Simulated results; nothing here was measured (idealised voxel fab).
This section sets out a process module, namely voxel spacer lines.
Section cut is 255 nm wide and gridded with 5 nm square cells.
When this document writes out a cross-section, it uses a grid of square cells and lists it as bands, beginning at the top and moving down, with a band standing for one or more rows of cells. Band: top height; bottom height; in nm. Then, left to right: material with width in nm, for each material. "full width": a single material spanning edge to edge. "blank": empty space. For the purposes of this specification, 0 denotes the height below which the wafer in its as-received condition is composed wholly of one material, and the lowermost band, lacking a lower limit, extends downward without end, as expressed in "0 down". Quick explanation for "30..40": the width changes in equal steps down the rows of cells, from the first number in the band's top row to the second number in its bottom row. The designation "remained unchanged", where it is given for a processing step, indicates that no cell of the cross-section was altered in the course of that step. Look at "Cavities, sealed" for the closed voids: empty spaces with no open path to the top, sized 8 cells or up. Each is width x height at distance, distance from the left edge, all nm. Past the settings on a step's line: simulator remark, on that step. overlay nm: on a step with a mask, how far right of its planned place the mask lay; negative means left.

### Process steps foreseen in the plan
1) RECEIVE | material Si
2) CONFORMAL_DEP | material Al2O3 | thk nm 10
3) DIRECTIONAL_DEP | material W | thk nm 15
4) DIRECTIONAL_DEP | material aC | thk nm 30
5) PATTERN | tone cover | mask id MANDREL | material resist | width nm 25 | pitch nm 80 | thk nm 40 | overlay nm 0
6) DIRECTIONAL_ETCH | etch materials aC | depth nm 30
7) STRIP | etch materials resist
8) CONFORMAL_DEP | material SiN | thk nm 15
9) DIRECTIONAL_ETCH | etch materials SiN | depth nm 15
10) STRIP | etch materials aC
11) DIRECTIONAL_ETCH | etch materials W | depth nm 15
12) STRIP | etch materials SiN

### Step 1 complete: cross-section of the wafer as received
- 0 down | Si full width
- Cavities, sealed: none

### Wafer cross-section at module end: first of two, run to plan
- 25 to 10 | blank (20), W (15), blank (25), W (15), blank (25), W (15), blank (25), W (15), blank (25), W (15), blank (25), W (15), blank (20)
- 10 to 0 | Al2O3 full width
- 0 down | Si full width
- Cavities, sealed: none

### Cross-section, wafer two of two, end of module: same start and plan as wafer one, one error in execution
- 40 to 10 | W full width
- 10 to 0 | Al2O3 full width
- 0 down | Si full width
- Cavities, sealed: none
Deviation from plan: step 4, actual vs plan mismatch, actual run DIRECTIONAL_DEP | material W | thk nm 30
Final tally in cells, some materials are higher or lower on the second wafer than on the first: +252 W
